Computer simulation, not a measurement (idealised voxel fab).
The document below concerns the process module designated voxel gate over fins.
We display cut, a cross-section 290 nm in width whose square cells are each 5 nm.
A cross-section in this document is a grid of square cells, and it is written down as bands, the top band listed before the ones below it; a band is made up of one or more rows of cells. Top height, bottom height, nm. Materials left to right, width each, nm. Single material + "all across" = fills band edge to edge. "blank" = empty. Height reference: 0 = level under which incoming wafer is all one material. Lowest band: no bottom, runs on downward, e.g. "0 -> down". With a width like "30..40", each row of cells in the band differs from the next by the same amount, the top row carrying the first number and the bottom row the second. Key: "no modifications" - step with no changed cell in the cross-section. You'll see "Entrapped voids" listing empty spaces that have no way open to the top, as long as they're 8 cells or more; the notation is width x height at distance, where the distance is from the left edge, and all of it is in nm. On each step's line, the part that comes after the settings is the simulator's own comment on the step. Each step line may optionally specify "overlay nm", which for a step with a mask gives the rightward distance between the mask's planned place and where it lay, a negative value indicating the leftward direction.
Process steps (planned)
1) RECEIVE,material Si
2) CONFORMAL_DEP,material SiN,thk nm 5
3) PATTERN,tone cover,mask id FINS,material resist,width nm 15,pitch nm 40,thk nm 15,overlay nm 0
4) DIRECTIONAL_ETCH,etch materials SiN,depth nm 5
5) DIRECTIONAL_ETCH,etch materials Si,depth nm 35
6) STRIP,etch materials resist
7) OXIDIZE,depth nm 5
8) FILL_DEP,material SiO2,thk nm 5
9) CMP,height nm 5
10) SELECTIVE_ETCH,etch materials SiO2,depth nm 20
11) STRIP,etch materials SiN
12) CONFORMAL_DEP,material HfO2,thk nm 5
13) CONFORMAL_DEP,material TiN,thk nm 5
14) FILL_DEP,material W,thk nm 15
15) CMP,height nm 20
16) CONFORMAL_DEP,material SiN,thk nm 10
First out of two wafers; run went to plan
Wafer at receipt (post step 1), cross-section
	0 -> down  Si all across
	Entrapped voids: none
The wafer in cross-section once step 2 is complete
	5 -> 0  SiN all across
	Below 0, no change.
The wafer in cross-section once step 3 is complete
	20 -> 5  75 of blank; 15 of resist; 25 of blank; 15 of resist; 25 of blank; 15 of resist; 25 of blank; 15 of resist; 80 of blank
	Below 5, no change.
The wafer in cross-section once step 4 is complete
	20 -> 5  75 of blank; 15 of resist; 25 of blank; 15 of resist; 25 of blank; 15 of resist; 25 of blank; 15 of resist; 80 of blank
	5 -> 0  75 of blank; 15 of SiN; 25 of blank; 15 of SiN; 25 of blank; 15 of SiN; 25 of blank; 15 of SiN; 80 of blank
	Below 0, no change.
The wafer in cross-section once step 5 is complete
	20 -> 5  75 of blank; 15 of resist; 25 of blank; 15 of resist; 25 of blank; 15 of resist; 25 of blank; 15 of resist; 80 of blank
	5 -> 0  75 of blank; 15 of SiN; 25 of blank; 15 of SiN; 25 of blank; 15 of SiN; 25 of blank; 15 of SiN; 80 of blank
	0 -> -35  75 of blank; 15 of Si; 25 of blank; 15 of Si; 25 of blank; 15 of Si; 25 of blank; 15 of Si; 80 of blank
	Below -35, no change.
The wafer in cross-section once step 6 is complete
	5 -> 0  75 of blank; 15 of SiN; 25 of blank; 15 of SiN; 25 of blank; 15 of SiN; 25 of blank; 15 of SiN; 80 of blank
	Below 0, no change.
The wafer in cross-section once step 7 is complete
	5 -> 0  75 of blank; 15 of SiN; 25 of blank; 15 of SiN; 25 of blank; 15 of SiN; 25 of blank; 15 of SiN; 80 of blank
	0 -> -35  75 of blank; 5 of SiO2; 5 of Si; 5 of SiO2; 25 of blank; 5 of SiO2; 5 of Si; 5 of SiO2; 25 of blank; 5 of SiO2; 5 of Si; 5 of SiO2; 25 of blank; 5 of SiO2; 5 of Si; 5 of SiO2; 80 of blank
	-35 -> -40  80 of SiO2; 5 of Si; 35 of SiO2; 5 of Si; 35 of SiO2; 5 of Si; 35 of SiO2; 5 of Si; 85 of SiO2
	Below -40, no change.
The wafer in cross-section once step 8 is complete
	10 -> 5  SiO2 all across
	5 -> 0  75 of SiO2; 15 of SiN; 25 of SiO2; 15 of SiN; 25 of SiO2; 15 of SiN; 25 of SiO2; 15 of SiN; 80 of SiO2
	0 -> -40  80 of SiO2; 5 of Si; 35 of SiO2; 5 of Si; 35 of SiO2; 5 of Si; 35 of SiO2; 5 of Si; 85 of SiO2
	Below -40, no change.
The wafer in cross-section once step 9 is complete
	5 -> 0  75 of SiO2; 15 of SiN; 25 of SiO2; 15 of SiN; 25 of SiO2; 15 of SiN; 25 of SiO2; 15 of SiN; 80 of SiO2
	Below 0, no change.
The wafer in cross-section once step 10 is complete
	5 -> 0  75 of blank; 15 of SiN; 25 of blank; 15 of SiN; 25 of blank; 15 of SiN; 25 of blank; 15 of SiN; 80 of blank
	0 -> -15  80 of blank; 5 of Si; 35 of blank; 5 of Si; 35 of blank; 5 of Si; 35 of blank; 5 of Si; 85 of blank
	Below -15, no change.
The wafer in cross-section once step 11 is complete
	0 -> -15  80 of blank; 5 of Si; 35 of blank; 5 of Si; 35 of blank; 5 of Si; 35 of blank; 5 of Si; 85 of blank
	Below -15, no change.
The wafer in cross-section once step 12 is complete
	5 -> 0  75 of blank; 15 of HfO2; 25 of blank; 15 of HfO2; 25 of blank; 15 of HfO2; 25 of blank; 15 of HfO2; 80 of blank
	0 -> -10  75 of blank; 5 of HfO2; 5 of Si; 5 of HfO2; 25 of blank; 5 of HfO2; 5 of Si; 5 of HfO2; 25 of blank; 5 of HfO2; 5 of Si; 5 of HfO2; 25 of blank; 5 of HfO2; 5 of Si; 5 of HfO2; 80 of blank
	-10 -> -15  80 of HfO2; 5 of Si; 35 of HfO2; 5 of Si; 35 of HfO2; 5 of Si; 35 of HfO2; 5 of Si; 85 of HfO2
	Below -15, no change.
The wafer in cross-section once step 13 is complete
	10 -> 5  70 of blank; 25 of TiN; 15 of blank; 25 of TiN; 15 of blank; 25 of TiN; 15 of blank; 25 of TiN; 75 of blank
	5 -> 0  70 of blank; 5 of TiN; 15 of HfO2; 5 of TiN; 15 of blank; 5 of TiN; 15 of HfO2; 5 of TiN; 15 of blank; 5 of TiN; 15 of HfO2; 5 of TiN; 15 of blank; 5 of TiN; 15 of HfO2; 5 of TiN; 75 of blank
	0 -> -5  70 of blank; 5 of TiN; 5 of HfO2; 5 of Si; 5 of HfO2; 5 of TiN; 15 of blank; 5 of TiN; 5 of HfO2; 5 of Si; 5 of HfO2; 5 of TiN; 15 of blank; 5 of TiN; 5 of HfO2; 5 of Si; 5 of HfO2; 5 of TiN; 15 of blank; 5 of TiN; 5 of HfO2; 5 of Si; 5 of HfO2; 5 of TiN; 75 of blank
	-5 -> -10  75 of TiN; 5 of HfO2; 5 of Si; 5 of HfO2; 25 of TiN; 5 of HfO2; 5 of Si; 5 of HfO2; 25 of TiN; 5 of HfO2; 5 of Si; 5 of HfO2; 25 of TiN; 5 of HfO2; 5 of Si; 5 of HfO2; 80 of TiN
	Below -10, no change.
The wafer in cross-section once step 14 is complete
	25 -> 10  W all across
	10 -> 5  70 of W; 25 of TiN; 15 of W; 25 of TiN; 15 of W; 25 of TiN; 15 of W; 25 of TiN; 75 of W
	5 -> 0  70 of W; 5 of TiN; 15 of HfO2; 5 of TiN; 15 of W; 5 of TiN; 15 of HfO2; 5 of TiN; 15 of W; 5 of TiN; 15 of HfO2; 5 of TiN; 15 of W; 5 of TiN; 15 of HfO2; 5 of TiN; 75 of W
	0 -> -5  70 of W; 5 of TiN; 5 of HfO2; 5 of Si; 5 of HfO2; 5 of TiN; 15 of W; 5 of TiN; 5 of HfO2; 5 of Si; 5 of HfO2; 5 of TiN; 15 of W; 5 of TiN; 5 of HfO2; 5 of Si; 5 of HfO2; 5 of TiN; 15 of W; 5 of TiN; 5 of HfO2; 5 of Si; 5 of HfO2; 5 of TiN; 75 of W
	Below -5, no change.
The wafer in cross-section once step 15 is complete
	20 -> 10  W all across
	Below 10, no change.
The wafer in cross-section once step 16 is complete
	30 -> 20  SiN all across
	Below 20, no change.
Wafer two of the pair: same origin, same plan, one error during the run; identical to wafer one up to and including step 2
Here is the second wafer in cross-section at the point where step 3 of the plan should have been done
	20 -> 5  80 of blank; 15 of resist; 25 of blank; 15 of resist; 25 of blank; 15 of resist; 25 of blank; 15 of resist; 75 of blank
	Below 5, no change.
Here is the second wafer in cross-section at the point where step 4 of the plan should have been done
	20 -> 5  80 of blank; 15 of resist; 25 of blank; 15 of resist; 25 of blank; 15 of resist; 25 of blank; 15 of resist; 75 of blank
	5 -> 0  80 of blank; 15 of SiN; 25 of blank; 15 of SiN; 25 of blank; 15 of SiN; 25 of blank; 15 of SiN; 75 of blank
	Below 0, no change.
Here is the second wafer in cross-section at the point where step 5 of the plan should have been done
	20 -> 5  80 of blank; 15 of resist; 25 of blank; 15 of resist; 25 of blank; 15 of resist; 25 of blank; 15 of resist; 75 of blank
	5 -> 0  80 of blank; 15 of SiN; 25 of blank; 15 of SiN; 25 of blank; 15 of SiN; 25 of blank; 15 of SiN; 75 of blank
	0 -> -35  80 of blank; 15 of Si; 25 of blank; 15 of Si; 25 of blank; 15 of Si; 25 of blank; 15 of Si; 75 of blank
	Below -35, no change.
Here is the second wafer in cross-section at the point where step 6 of the plan should have been done
	5 -> 0  80 of blank; 15 of SiN; 25 of blank; 15 of SiN; 25 of blank; 15 of SiN; 25 of blank; 15 of SiN; 75 of blank
	Below 0, no change.
Here is the second wafer in cross-section at the point where step 7 of the plan should have been done
	5 -> 0  80 of blank; 15 of SiN; 25 of blank; 15 of SiN; 25 of blank; 15 of SiN; 25 of blank; 15 of SiN; 75 of blank
	0 -> -35  80 of blank; 5 of SiO2; 5 of Si; 5 of SiO2; 25 of blank; 5 of SiO2; 5 of Si; 5 of SiO2; 25 of blank; 5 of SiO2; 5 of Si; 5 of SiO2; 25 of blank; 5 of SiO2; 5 of Si; 5 of SiO2; 75 of blank
	-35 -> -40  85 of SiO2; 5 of Si; 35 of SiO2; 5 of Si; 35 of SiO2; 5 of Si; 35 of SiO2; 5 of Si; 80 of SiO2
	Below -40, no change.
Here is the second wafer in cross-section at the point where step 8 of the plan should have been done
	10 -> 5  SiO2 all across
	5 -> 0  80 of SiO2; 15 of SiN; 25 of SiO2; 15 of SiN; 25 of SiO2; 15 of SiN; 25 of SiO2; 15 of SiN; 75 of SiO2
	0 -> -40  85 of SiO2; 5 of Si; 35 of SiO2; 5 of Si; 35 of SiO2; 5 of Si; 35 of SiO2; 5 of Si; 80 of SiO2
	Below -40, no change.
Here is the second wafer in cross-section at the point where step 9 of the plan should have been done
	5 -> 0  80 of SiO2; 15 of SiN; 25 of SiO2; 15 of SiN; 25 of SiO2; 15 of SiN; 25 of SiO2; 15 of SiN; 75 of SiO2
	Below 0, no change.
Here is the second wafer in cross-section at the point where step 10 of the plan should have been done
	5 -> 0  80 of blank; 15 of SiN; 25 of blank; 15 of SiN; 25 of blank; 15 of SiN; 25 of blank; 15 of SiN; 75 of blank
	0 -> -15  85 of blank; 5 of Si; 35 of blank; 5 of Si; 35 of blank; 5 of Si; 35 of blank; 5 of Si; 80 of blank
	Below -15, no change.
Here is the second wafer in cross-section at the point where step 11 of the plan should have been done
	0 -> -15  85 of blank; 5 of Si; 35 of blank; 5 of Si; 35 of blank; 5 of Si; 35 of blank; 5 of Si; 80 of blank
	Below -15, no change.
Here is the second wafer in cross-section at the point where step 12 of the plan should have been done
	5 -> 0  80 of blank; 15 of HfO2; 25 of blank; 15 of HfO2; 25 of blank; 15 of HfO2; 25 of blank; 15 of HfO2; 75 of blank
	0 -> -10  80 of blank; 5 of HfO2; 5 of Si; 5 of HfO2; 25 of blank; 5 of HfO2; 5 of Si; 5 of HfO2; 25 of blank; 5 of HfO2; 5 of Si; 5 of HfO2; 25 of blank; 5 of HfO2; 5 of Si; 5 of HfO2; 75 of blank
	-10 -> -15  85 of HfO2; 5 of Si; 35 of HfO2; 5 of Si; 35 of HfO2; 5 of Si; 35 of HfO2; 5 of Si; 80 of HfO2
	Below -15, no change.
Here is the second wafer in cross-section at the point where step 13 of the plan should have been done
	10 -> 5  75 of blank; 25 of TiN; 15 of blank; 25 of TiN; 15 of blank; 25 of TiN; 15 of blank; 25 of TiN; 70 of blank
	5 -> 0  75 of blank; 5 of TiN; 15 of HfO2; 5 of TiN; 15 of blank; 5 of TiN; 15 of HfO2; 5 of TiN; 15 of blank; 5 of TiN; 15 of HfO2; 5 of TiN; 15 of blank; 5 of TiN; 15 of HfO2; 5 of TiN; 70 of blank
	0 -> -5  75 of blank; 5 of TiN; 5 of HfO2; 5 of Si; 5 of HfO2; 5 of TiN; 15 of blank; 5 of TiN; 5 of HfO2; 5 of Si; 5 of HfO2; 5 of TiN; 15 of blank; 5 of TiN; 5 of HfO2; 5 of Si; 5 of HfO2; 5 of TiN; 15 of blank; 5 of TiN; 5 of HfO2; 5 of Si; 5 of HfO2; 5 of TiN; 70 of blank
	-5 -> -10  80 of TiN; 5 of HfO2; 5 of Si; 5 of HfO2; 25 of TiN; 5 of HfO2; 5 of Si; 5 of HfO2; 25 of TiN; 5 of HfO2; 5 of Si; 5 of HfO2; 25 of TiN; 5 of HfO2; 5 of Si; 5 of HfO2; 75 of TiN
	Below -10, no change.
Here is the second wafer in cross-section at the point where step 14 of the plan should have been done
	25 -> 10  W all across
	10 -> 5  75 of W; 25 of TiN; 15 of W; 25 of TiN; 15 of W; 25 of TiN; 15 of W; 25 of TiN; 70 of W
	5 -> 0  75 of W; 5 of TiN; 15 of HfO2; 5 of TiN; 15 of W; 5 of TiN; 15 of HfO2; 5 of TiN; 15 of W; 5 of TiN; 15 of HfO2; 5 of TiN; 15 of W; 5 of TiN; 15 of HfO2; 5 of TiN; 70 of W
	0 -> -5  75 of W; 5 of TiN; 5 of HfO2; 5 of Si; 5 of HfO2; 5 of TiN; 15 of W; 5 of TiN; 5 of HfO2; 5 of Si; 5 of HfO2; 5 of TiN; 15 of W; 5 of TiN; 5 of HfO2; 5 of Si; 5 of HfO2; 5 of TiN; 15 of W; 5 of TiN; 5 of HfO2; 5 of Si; 5 of HfO2; 5 of TiN; 70 of W
	Below -5, no change.
Here is the second wafer in cross-section at the point where step 15 of the plan should have been done
	20 -> 10  W all across
	Below 10, no change.
Here is the second wafer in cross-section at the point where step 16 of the plan should have been done
	30 -> 20  SiN all across
	Below 20, no change.
Against the plan, the run slipped here: step 3 went in with a setting other than planned; the actual run was PATTERN,tone cover,mask id FINS,material resist,width nm 15,pitch nm 40,thk nm 15,overlay nm 5
The two final wafers agree on how many cells each material fills and disagree on which cells those are.
